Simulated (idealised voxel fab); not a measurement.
Herein follows the process module entitled voxel ribs on slabs.
Each square cell in cross-section cut measures 5 nm, and the section as a whole is 265 nm wide.
Cross-section, as written here: a square-cell grid given band by band from the top down, where a band holds one or more rows of cells. Look at the band entry: it leads with the top's height and the bottom's height in nm. Then it lists the materials left to right, with a width in nm for each. The word "edge to edge" on a single material says that material fills the band edge to edge. The word "empty" is empty space. Height reference: 0 = level under which incoming wafer is all one material. Lowest band: no bottom, runs on downward, e.g. "0 down". The expression "30 to 40" gives the width at the extremes of the band, the first number at its top row of cells and the second at its bottom row, with the width changing by equal amounts from each row to the next in between. "everything unchanged" -> step changed no cross-section cell. Empty spaces without an open route to the top, at least 8 cells in extent, make up the entry "Closed internal voids"; each is given as width x height at distance, where the distance is measured from the left edge, and all are in nm. after a step's settings: what the simulator itself notes on the step. If you see "overlay nm" on a step's line and that step has a mask, it's telling you how far right of where it was planned the mask ended up; a negative number means it went left instead.

## Below is the list of planned process steps
step 1: RECEIVE, material Si
step 2: DIRECTIONAL_DEP, material SiO2, thk nm 30
step 3: DIRECTIONAL_DEP, material SiN, thk nm 15
step 4: PATTERN, tone cover, mask id RIB, material resist, width nm 20, thk nm 20, overlay nm 0
step 5: DIRECTIONAL_ETCH, etch materials SiN, depth nm 10
step 6: STRIP, etch materials resist
step 7: PATTERN, tone cover, mask id SLAB, material resist, width nm 80, thk nm 20, overlay nm 0
step 8: DIRECTIONAL_ETCH, etch materials SiN, depth nm 5
step 9: STRIP, etch materials resist
step 10: FILL_DEP, material SiO2, thk nm 20
step 11: CMP, height nm 55
step 12: DIRECTIONAL_DEP, material W, thk nm 5
step 13: DIRECTIONAL_DEP, material aC, thk nm 15
step 14: PATTERN, tone cover, mask id HEATER, material resist, width nm 30, thk nm 30, overlay nm 0
step 15: DIRECTIONAL_ETCH, etch materials aC, depth nm 15
step 16: STRIP, etch materials resist
step 17: DIRECTIONAL_ETCH, etch materials W, depth nm 5
step 18: STRIP, etch materials aC
step 19: CONFORMAL_DEP, material SiO2, thk nm 10

## The first of two wafers, run as planned

## as received, after step 1
> 0 down  Si edge to edge
> Closed internal voids: none

## Cross-section of the wafer subsequent to step 2
> 30 to 0  SiO2 edge to edge
> All layers under 0 are left as they were.

## Cross-section of the wafer subsequent to step 3
> 45 to 30  SiN edge to edge
> All layers under 30 are left as they were.

## Cross-section of the wafer subsequent to step 4
> 65 to 45  120 empty, 20 resist, 125 empty
> All layers under 45 are left as they were.

## Cross-section of the wafer subsequent to step 5
> 65 to 45  120 empty, 20 resist, 125 empty
> 45 to 35  120 empty, 20 SiN, 125 empty
> All layers under 35 are left as they were.

## Cross-section of the wafer subsequent to step 6
> 45 to 35  120 empty, 20 SiN, 125 empty
> All layers under 35 are left as they were.

## Cross-section of the wafer subsequent to step 7
> 65 to 45  90 empty, 80 resist, 95 empty
> 45 to 35  90 empty, 30 resist, 20 SiN, 30 resist, 95 empty
> All layers under 35 are left as they were.

## Cross-section of the wafer subsequent to step 8
> 65 to 45  90 empty, 80 resist, 95 empty
> 45 to 35  90 empty, 30 resist, 20 SiN, 30 resist, 95 empty
> 35 to 30  90 empty, 80 SiN, 95 empty
> All layers under 30 are left as they were.

## Cross-section of the wafer subsequent to step 9
> 45 to 35  120 empty, 20 SiN, 125 empty
> All layers under 35 are left as they were.

## Cross-section of the wafer subsequent to step 10
> 65 to 45  SiO2 edge to edge
> 45 to 35  120 SiO2, 20 SiN, 125 SiO2
> 35 to 30  90 SiO2, 80 SiN, 95 SiO2
> All layers under 30 are left as they were.

## Cross-section of the wafer subsequent to step 11
> 55 to 45  SiO2 edge to edge
> All layers under 45 are left as they were.

## Cross-section of the wafer subsequent to step 12
> 60 to 55  W edge to edge
> All layers under 55 are left as they were.

## Cross-section of the wafer subsequent to step 13
> 75 to 60  aC edge to edge
> All layers under 60 are left as they were.

## Cross-section of the wafer subsequent to step 14
> 105 to 75  115 empty, 30 resist, 120 empty
> All layers under 75 are left as they were.

## Cross-section of the wafer subsequent to step 15
> 90 to 75  115 empty, 30 resist, 120 empty
> 75 to 60  115 empty, 30 aC, 120 empty
> All layers under 60 are left as they were.

## Cross-section of the wafer subsequent to step 16
> 75 to 60  115 empty, 30 aC, 120 empty
> All layers under 60 are left as they were.

## Cross-section of the wafer subsequent to step 17
> 75 to 60  115 empty, 30 aC, 120 empty
> 60 to 55  115 empty, 30 W, 120 empty
> All layers under 55 are left as they were.

## Cross-section of the wafer subsequent to step 18
> 60 to 55  115 empty, 30 W, 120 empty
> All layers under 55 are left as they were.

## Cross-section of the wafer subsequent to step 19
> 70 to 65  105 empty, 50 SiO2, 110 empty
> 65 to 60  SiO2 edge to edge
> 60 to 55  115 SiO2, 30 W, 120 SiO2
> All layers under 55 are left as they were.

## The Second Wafer: Common Origin and Plan, One Mistake in Execution, Identical to the First Through Step 1

## At the planned end of step 2, the second wafer in cross-section
> 30 to 0  aC edge to edge
> All layers under 0 are left as they were.

## At the planned end of step 3, the second wafer in cross-section
> 45 to 30  SiN edge to edge
> All layers under 30 are left as they were.

## At the planned end of step 4, the second wafer in cross-section
> 65 to 45  120 empty, 20 resist, 125 empty
> All layers under 45 are left as they were.

## At the planned end of step 5, the second wafer in cross-section
> 65 to 45  120 empty, 20 resist, 125 empty
> 45 to 35  120 empty, 20 SiN, 125 empty
> All layers under 35 are left as they were.

## At the planned end of step 6, the second wafer in cross-section
> 45 to 35  120 empty, 20 SiN, 125 empty
> All layers under 35 are left as they were.

## At the planned end of step 7, the second wafer in cross-section
> 65 to 45  90 empty, 80 resist, 95 empty
> 45 to 35  90 empty, 30 resist, 20 SiN, 30 resist, 95 empty
> All layers under 35 are left as they were.

## At the planned end of step 8, the second wafer in cross-section
> 65 to 45  90 empty, 80 resist, 95 empty
> 45 to 35  90 empty, 30 resist, 20 SiN, 30 resist, 95 empty
> 35 to 30  90 empty, 80 SiN, 95 empty
> All layers under 30 are left as they were.

## At the planned end of step 9, the second wafer in cross-section
> 45 to 35  120 empty, 20 SiN, 125 empty
> All layers under 35 are left as they were.

## At the planned end of step 10, the second wafer in cross-section
> 65 to 45  SiO2 edge to edge
> 45 to 35  120 SiO2, 20 SiN, 125 SiO2
> 35 to 30  90 SiO2, 80 SiN, 95 SiO2
> All layers under 30 are left as they were.

## At the planned end of step 11, the second wafer in cross-section
> 55 to 45  SiO2 edge to edge
> All layers under 45 are left as they were.

## At the planned end of step 12, the second wafer in cross-section
> 60 to 55  W edge to edge
> All layers under 55 are left as they were.

## At the planned end of step 13, the second wafer in cross-section
> 75 to 60  aC edge to edge
> All layers under 60 are left as they were.

## At the planned end of step 14, the second wafer in cross-section
> 105 to 75  115 empty, 30 resist, 120 empty
> All layers under 75 are left as they were.

## At the planned end of step 15, the second wafer in cross-section
> 90 to 75  115 empty, 30 resist, 120 empty
> 75 to 60  115 empty, 30 aC, 120 empty
> All layers under 60 are left as they were.

## At the planned end of step 16, the second wafer in cross-section
> 75 to 60  115 empty, 30 aC, 120 empty
> All layers under 60 are left as they were.

## At the planned end of step 17, the second wafer in cross-section
> 75 to 60  115 empty, 30 aC, 120 empty
> 60 to 55  115 empty, 30 W, 120 empty
> All layers under 55 are left as they were.

## At the planned end of step 18, the second wafer in cross-section
> 60 to 55  115 empty, 30 W, 120 empty
> All layers under 55 are left as they were.

## At the planned end of step 19, the second wafer in cross-section
> 70 to 65  105 empty, 50 SiO2, 110 empty
> 65 to 60  SiO2 edge to edge
> 60 to 55  115 SiO2, 30 W, 120 SiO2
> All layers under 55 are left as they were.
Here's what went sideways: so step 2 ended up running with a different setting than we planned, it ran as DIRECTIONAL_DEP, material aC, thk nm 30
Upon completion, the second wafer contains, in terms of cells, a greater or smaller amount of certain materials than the first wafer: 318 fewer of SiO2; 318 more of aC
